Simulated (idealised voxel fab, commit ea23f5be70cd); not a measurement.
Presented below is a process module, voxel trench capacitor.
Cross-section cut spans 190 nm and uses square cells 5 nm in size.
Reading order for cross-sections: top band down to bottom band. Underlying form: a grid of square cells. Band size: one or more rows of cells. Quick guide to a band line: top height, bottom height (nm) up front; then every material left to right with its width in nm. Only one material and it's marked "everywhere"? Then it fills the band edge to edge. And "air" just means empty space. Measure heights from 0. That's the level where, below it, the as-received wafer is all one material. The lowest band is bottomless and extends downward; write it as in "0 -> down". Width: "30->40" (first number = top row, second number = bottom row, same change from row to row of cells). Step note "nothing changed" = no cross-section cell changed. Entry "Closed internal voids" = empty spaces >= 8 cells with no open way to the top; each as width x height at distance, distance from left edge, all nm. If you see something after the settings on a step's line, that's the simulator's own remark about that step. overlay nm: mask right of planned place by this much (step with mask). Neg. = left.

plan
1: RECEIVE,material Si
2: CONFORMAL_DEP,material SiN,thk nm 5
3: PATTERN,tone open,mask id TRENCH,material resist,width nm 15,pitch nm 55,thk nm 20,overlay nm 0
4: DIRECTIONAL_ETCH,etch materials SiN,depth nm 5
5: DIRECTIONAL_ETCH,etch materials Si,depth nm 35
6: STRIP,etch materials resist
7: CONFORMAL_DEP,material HfO2,thk nm 5
8: CONFORMAL_DEP,material TiN,thk nm 5
9: FILL_DEP,material W,thk nm 5
10: CMP,height nm 5
The wafers in this document start out alike and differ in the width nm applied at step 3; the plan shows the value used for the first wafer.

The first of several wafers, as received after step 1, seen in section
* 0 -> down  Si everywhere
* Closed internal voids: none

So in this table every wafer gets its own row, and what you see is where it stands at the end of the module: for each material, how many cells it picked up (+) or gave up (-) since we received it, and after that its closed voids
width nm 15; +34 HfO2; -42 Si; +32 SiN; +14 TiN; Closed internal voids: none
width nm 20; +36 HfO2; -56 Si; +30 SiN; +28 TiN; Closed internal voids: none
width nm 25; +38 HfO2; -70 Si; +28 SiN; +30 TiN; +12 W; Closed internal voids: none
width nm 30; +40 HfO2; -84 Si; +26 SiN; +32 TiN; +24 W; Closed internal voids: none
width nm 35; +42 HfO2; -98 Si; +24 SiN; +34 TiN; +36 W; Closed internal voids: none
width nm 40; +44 HfO2; -112 Si; +22 SiN; +36 TiN; +48 W; Closed internal voids: none
